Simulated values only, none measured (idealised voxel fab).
The following process module bears the name voxel double patterning.
Xsec cut, 155 nm wide, square cell size 5 nm.
Each cross-section below is a grid of square cells, stated as bands in top-down order, with one or more rows of cells making up each band.
The entry gives the band's vertical extent as a top height and a bottom height in nm, then its horizontal make-up as materials from left to right, each with a width in nm. "air" stands for empty space; a single material marked "all across" fills the band edge to edge.
It should be noted that heights are counted from 0, beneath which the wafer as supplied is of one material throughout, and that the lowest band possesses no lower boundary but continues downward, as written in "0 and below".
So if you see something like "30 to 40" for the width, read it as the top row of the band sitting at the first number and the bottom row at the second, with every row in between moving by the same amount as the last.
"nothing altered", as given for a step, is the statement that not any cell of the cross-section underwent a change during that step.
Under "Closed void register" you'll find the enclosed gaps, the ones with no way out to the top, that are 8 cells or bigger; each reads width x height at distance, with distance counted from the left edge, everything in nm.
Where a step's line continues beyond its settings, the continuation is a remark by the simulator itself on that step.
If you see "overlay nm" on a step's line and that step has a mask, it's telling you how far right of where it was planned the mask ended up; a negative number means it went left instead.

**Below is the list of planned process steps**
| 1 | RECEIVE, material Si |
| 2 | CONFORMAL_DEP, material SiO2, thk nm 10 |
| 3 | DIRECTIONAL_DEP, material TiN, thk nm 15 |
| 4 | DIRECTIONAL_DEP, material SiCN, thk nm 10 |
| 5 | DIRECTIONAL_DEP, material aC, thk nm 15 |
| 6 | PATTERN, tone open, mask id FIRST, material resist, width nm 15, pitch nm 50, thk nm 35, overlay nm 0 |
| 7 | DIRECTIONAL_ETCH, etch materials aC, depth nm 15 |
| 8 | STRIP, etch materials resist |
| 9 | DIRECTIONAL_ETCH, etch materials SiCN, depth nm 10 |
| 10 | STRIP, etch materials aC |
| 11 | MASKED_ETCH, tone open, mask id SECOND, width nm 15, pitch nm 50, etch materials SiCN, depth nm 10, overlay nm 0 |
| 12 | DIRECTIONAL_ETCH, etch materials TiN, depth nm 15 |
| 13 | STRIP, etch materials SiCN |

**Cross-sectional view of the wafer in its as-received condition, corresponding to the state after step 1**
- 0 and below: Si all across
- Closed void register: none

**Cross-sectional result after module completion. Note: starting condition and plan are unchanged from above; one processing mistake was made**
- 25 down to 15: SiO2 all across
- 15 down to 0: TiN all across
- 0 and below: Si all across
- Closed void register: none
Against the plan, the run slipped here: steps 2 and 3 traded places in the executed sequence
